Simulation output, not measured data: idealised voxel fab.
process module | voxel transistor to metal
cross-section cut | 165 nm wide | cells 5 nm
A cross-section is a grid of square cells, given in bands from the top down. A band is one or more rows of cells.
Each band's line starts with the height of the band's top and of its bottom, in nm. Then come its materials from left to right, each with its width in nm. One material with "throughout" fills the band from edge to edge. "air" is empty space.
Height 0 is the level under which the wafer as received is all one material. The lowest band goes on downwards, as in "0 down".
A width such as "30 to 40" changes by the same amount from each row of cells to the next, from the band's top row to its bottom row.
"no change" after a step means that no cell of the cross-section changed.
closed voids: empty space of 8 cells or more with no open way to the top, each as width x height at its distance from the left edge, in nm
after a step's settings: what the simulator itself notes on the step
overlay nm, on a step with a mask: how far to the right of its planned place the mask lay; to the left if negative
plan
1 op RECEIVE | material Si
2 op CONFORMAL_DEP | material SiO2 | thk nm 5
3 op CONFORMAL_DEP | material SiN | thk nm 15
4 op DIRECTIONAL_DEP | material aC | thk nm 10
5 op PATTERN | tone cover | mask id ACTIVE | material resist | width nm 105 | thk nm 30 | overlay nm 0
6 op DIRECTIONAL_ETCH | etch materials aC | depth nm 10
7 op STRIP | etch materials resist
8 op DIRECTIONAL_ETCH | etch materials SiN | depth nm 15
9 op DIRECTIONAL_ETCH | etch materials SiO2 | depth nm 5
10 op DIRECTIONAL_ETCH | etch materials Si | depth nm 30
11 op STRIP | etch materials aC
12 op OXIDIZE | depth nm 5
13 op FILL_DEP | material SiO2 | thk nm 10
14 op CMP | height nm 20
15 op SELECTIVE_ETCH | etch materials SiO2 | depth nm 10
16 op STRIP | etch materials SiN
17 op SELECTIVE_ETCH | etch materials SiO2 | depth nm 5
18 op OXIDIZE | depth nm 5
19 op DIRECTIONAL_DEP | material polySi | thk nm 20
20 op DIRECTIONAL_DEP | material SiCN | thk nm 10
21 op PATTERN | tone cover | mask id GATE | material resist | width nm 35 | thk nm 20 | overlay nm 0
22 op DIRECTIONAL_ETCH | etch materials SiCN | depth nm 20
23 op DIRECTIONAL_ETCH | etch materials polySi | depth nm 30
24 op STRIP | etch materials resist
25 op CONFORMAL_DEP | material SiO2 | thk nm 5
26 op DIRECTIONAL_ETCH | etch materials SiO2 | depth nm 5
27 op CONFORMAL_DEP | material SiN | thk nm 10
28 op DIRECTIONAL_ETCH | etch materials SiN | depth nm 10
29 op DIRECTIONAL_ETCH | etch materials SiO2 | depth nm 5
30 op DIRECTIONAL_ETCH | etch materials Si | depth nm 5
31 op EPI | material pSi | thk nm 5
32 op FILL_DEP | material SiO2 | thk nm 10
33 op CMP | height nm 20
34 op STRIP | etch materials polySi
35 op SELECTIVE_ETCH | etch materials SiO2 | depth nm 5
36 op CONFORMAL_DEP | material HfO2 | thk nm 5
37 op CONFORMAL_DEP | material TiN | thk nm 5
38 op FILL_DEP | material W | thk nm 10
39 op CMP | height nm 15
40 op DIRECTIONAL_DEP | material SiO2 | thk nm 15
41 op DIRECTIONAL_DEP | material aC | thk nm 10
42 op PATTERN | tone open | mask id CONTACT | material resist | width nm 15 | pitch nm 80 | thk nm 30 | overlay nm 0
43 op DIRECTIONAL_ETCH | etch materials aC | depth nm 10
44 op STRIP | etch materials resist
45 op DIRECTIONAL_ETCH | etch materials SiO2 | depth nm 30
46 op STRIP | etch materials aC
47 op CONFORMAL_DEP | material TiN | thk nm 5
48 op FILL_DEP | material Ru | thk nm 5
49 op CMP | height nm 30
50 op DIRECTIONAL_DEP | material TiN | thk nm 5
51 op DIRECTIONAL_DEP | material Ru | thk nm 20
52 op MASKED_ETCH | tone cover | mask id METAL_1 | width nm 15 | pitch nm 80 | etch materials Ru | depth nm 20 | overlay nm 0
53 op MASKED_ETCH | tone cover | mask id METAL_1 | width nm 15 | pitch nm 80 | etch materials TiN | depth nm 5 | overlay nm 0
54 op CONFORMAL_DEP | material SiN | thk nm 5
55 op FILL_DEP | material lowk | thk nm 10
56 op CMP | height nm 55
57 op CONFORMAL_DEP | material SiCN | thk nm 5
58 op DIRECTIONAL_DEP | material SiO2 | thk nm 25
59 op DIRECTIONAL_DEP | material aC | thk nm 10
60 op PATTERN | tone open | mask id METAL_2 | material resist | width nm 15 | pitch nm 80 | thk nm 25 | overlay nm 0
61 op DIRECTIONAL_ETCH | etch materials aC | depth nm 10
62 op STRIP | etch materials resist
63 op DIRECTIONAL_ETCH | etch materials SiO2 | depth nm 15
64 op STRIP | etch materials aC
65 op MASKED_ETCH | tone open | mask id METAL_2_HOLES | width nm 15 | pitch nm 80 | etch materials SiO2 | depth nm 10 | overlay nm 0
66 op MASKED_ETCH | tone open | mask id METAL_2_HOLES | width nm 15 | pitch nm 80 | etch materials SiCN | depth nm 5 | overlay nm 0
67 op CONFORMAL_DEP | material TiN | thk nm 5
68 op FILL_DEP | material Cu | thk nm 10
69 op CMP | height nm 85
70 op CONFORMAL_DEP | material SiN | thk nm 5
as received, after step 1
  0 down: Si throughout
  closed voids: none
first wafer at the end, as planned
  90 to 85: SiN throughout
  85 to 60: SiO2 35 | TiN 5 | Cu 5 | TiN 5 | SiO2 65 | TiN 5 | Cu 5 | TiN 5 | SiO2 35
  60 to 55: SiCN 35 | TiN 15 | SiCN 65 | TiN 15 | SiCN 35
  55 to 35: lowk 30 | SiN 5 | Ru 15 | SiN 5 | lowk 55 | SiN 5 | Ru 15 | SiN 5 | lowk 30
  35 to 30: SiN 35 | TiN 15 | SiN 65 | TiN 15 | SiN 35
  30 to 15: SiO2 35 | TiN 5 | Ru 5 | TiN 5 | SiO2 65 | TiN 5 | Ru 5 | TiN 5 | SiO2 35
  15 to 10: SiO2 35 | TiN 5 | Ru 5 | TiN 5 | SiN 10 | HfO2 5 | TiN 5 | W 25 | TiN 5 | HfO2 5 | SiN 10 | TiN 5 | Ru 5 | TiN 5 | SiO2 35
  10 to 5: SiO2 35 | TiN 15 | SiN 10 | HfO2 5 | TiN 5 | W 25 | TiN 5 | HfO2 5 | SiN 10 | TiN 15 | SiO2 35
  5 to 0: SiO2 30 | SiN 10 | TiN 10 | SiN 10 | HfO2 5 | TiN 35 | HfO2 5 | SiN 10 | TiN 10 | SiN 10 | SiO2 30
  0 to -5: SiO2 40 | pSi 10 | SiO2 10 | HfO2 45 | SiO2 10 | pSi 10 | SiO2 40
  -5 to -10: SiO2 35 | Si 5 | pSi 10 | Si 65 | pSi 10 | Si 5 | SiO2 35
  -10 to -35: SiO2 35 | Si 95 | SiO2 35
  -35 down: Si throughout
  closed voids: none
second wafer at the end: like start, like plan, one mistake
  90 to 85: SiN throughout
  85 to 75: SiO2 30 | TiN 5 | Cu 15 | TiN 5 | SiO2 55 | TiN 5 | Cu 15 | TiN 5 | SiO2 30
  75 to 70: SiO2 30 | TiN 10 | Cu 5 | TiN 10 | SiO2 55 | TiN 10 | Cu 5 | TiN 10 | SiO2 30
  70 to 60: SiO2 35 | TiN 5 | Cu 5 | TiN 5 | SiO2 65 | TiN 5 | Cu 5 | TiN 5 | SiO2 35
  60 to 55: SiCN 35 | TiN 15 | SiCN 65 | TiN 15 | SiCN 35
  55 to 35: lowk 30 | SiN 5 | Ru 15 | SiN 5 | lowk 55 | SiN 5 | Ru 15 | SiN 5 | lowk 30
  35 to 30: SiN 35 | TiN 15 | SiN 65 | TiN 15 | SiN 35
  30 to 15: SiO2 35 | TiN 5 | Ru 5 | TiN 5 | SiO2 65 | TiN 5 | Ru 5 | TiN 5 | SiO2 35
  15 to 10: SiO2 35 | TiN 5 | Ru 5 | TiN 5 | SiN 10 | HfO2 5 | TiN 5 | W 25 | TiN 5 | HfO2 5 | SiN 10 | TiN 5 | Ru 5 | TiN 5 | SiO2 35
  10 to 5: SiO2 35 | TiN 15 | SiN 10 | HfO2 5 | TiN 5 | W 25 | TiN 5 | HfO2 5 | SiN 10 | TiN 15 | SiO2 35
  5 to 0: SiO2 30 | SiN 10 | TiN 10 | SiN 10 | HfO2 5 | TiN 35 | HfO2 5 | SiN 10 | TiN 10 | SiN 10 | SiO2 30
  0 to -5: SiO2 40 | pSi 10 | SiO2 10 | HfO2 45 | SiO2 10 | pSi 10 | SiO2 40
  -5 to -10: SiO2 35 | Si 5 | pSi 10 | Si 65 | pSi 10 | Si 5 | SiO2 35
  -10 to -35: SiO2 35 | Si 95 | SiO2 35
  -35 down: Si throughout
  closed voids: none
what went wrong: step 60 ran as: op PATTERN | tone open | mask id METAL_2 | material resist | width nm 25 | pitch nm 80 | thk nm 25 | overlay nm 0
at the end the second wafer has, in cells: 8 more of Cu | 12 fewer of SiO2 | 4 more of TiN
